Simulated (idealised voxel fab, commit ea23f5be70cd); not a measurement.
A process module follows: voxel gate over fins.
Displayed cross-section: cut, width of 230 nm, square cells sized 5 nm.
Cross-sections here: square-cell grids, written as top-down lists of bands, a band being one or more rows of cells. Band entry format. Leading values: height of top, height of bottom, nm. Remainder: materials in left-to-right order, each with its width in nm. Special words: "everywhere" on a single material, which then fills the band edge to edge; "air", empty space. Height reference: 0 = level under which incoming wafer is all one material. Lowest band: no bottom, runs on downward, e.g. "top 0, no bottom". The width entry "30..40" should be interpreted row by row: the top row of cells in the band takes the first number, the bottom row takes the second number, and the change between adjacent rows is uniform throughout. The cross-section has no changed cell in any step marked "nothing changed". Heads up: "Closed void list" only lists the empty pockets with no open path to the top that are 8 cells or more, and it writes them as width x height at distance, distance from the left edge, in nm. If you see something after the settings on a step's line, that's the simulator's own remark about that step. On any step carrying a mask, the "overlay nm" setting, if present on the step's line, tells how far right of its planned place the mask lay; negative values point to the left.

PLANNED STEP LIST FOR THE PROCESS
1 RECEIVE,material Si
2 CONFORMAL_DEP,material SiN,thk nm 10
3 PATTERN,tone cover,mask id FINS,material resist,width nm 15,pitch nm 40,thk nm 15,overlay nm 0
4 DIRECTIONAL_ETCH,etch materials SiN,depth nm 10
5 DIRECTIONAL_ETCH,etch materials Si,depth nm 35
6 STRIP,etch materials resist
7 FILL_DEP,material SiO2,thk nm 5
8 CMP,height nm 10
9 SELECTIVE_ETCH,etch materials SiO2,depth nm 20
10 STRIP,etch materials SiN
11 CONFORMAL_DEP,material HfO2,thk nm 5
12 CONFORMAL_DEP,material TiN,thk nm 5
13 CONFORMAL_DEP,material TiAl,thk nm 5
14 CONFORMAL_DEP,material TiN,thk nm 5
15 FILL_DEP,material W,thk nm 15
16 CMP,height nm 30
17 CONFORMAL_DEP,material SiCN,thk nm 5

CROSS-SECTION OF THE WAFER UPON ARRIVAL, REPRESENTING THE STATE REACHED AFTER STEP 1
- top 0, no bottom | Si everywhere
- Closed void list: none

RESULT OF THE MODULE, CROSS-SECTIONED: START PER ABOVE, PLAN PER ABOVE, ONE ERROR IN HOW IT WAS RUN
- top 35, bottom 30 | SiCN everywhere
- top 30, bottom 25 | 35 of W, 155 of TiN, 40 of W
- top 25, bottom 20 | 35 of W, 5 of TiN, 145 of TiAl, 5 of TiN, 40 of W
- top 20, bottom 15 | 40 of TiN, 145 of TiAl, 45 of TiN
- top 15, bottom 10 | TiAl everywhere
- top 10, bottom 5 | 55 of TiAl, 35 of TiN, 5 of TiAl, 35 of TiN, 5 of TiAl, 35 of TiN, 60 of TiAl
- top 5, bottom 0 | 55 of TiAl, 5 of TiN, 25 of HfO2, 5 of TiN, 5 of TiAl, 5 of TiN, 25 of HfO2, 5 of TiN, 5 of TiAl, 5 of TiN, 25 of HfO2, 5 of TiN, 60 of TiAl
- top 0, bottom -5 | 60 of TiN, 5 of HfO2, 15 of Si, 5 of HfO2, 15 of TiN, 5 of HfO2, 15 of Si, 5 of HfO2, 15 of TiN, 5 of HfO2, 15 of Si, 5 of HfO2, 65 of TiN
- top -5, bottom -10 | 65 of HfO2, 15 of Si, 25 of HfO2, 15 of Si, 25 of HfO2, 15 of Si, 70 of HfO2
- top -10, bottom -35 | 65 of SiO2, 15 of Si, 25 of SiO2, 15 of Si, 25 of SiO2, 15 of Si, 70 of SiO2
- top -35, no bottom | Si everywhere
- Closed void list: none
Deviation noted in wafer processing: step 13 ran differently from the plan; actual operation with settings: CONFORMAL_DEP,material TiAl,thk nm 15
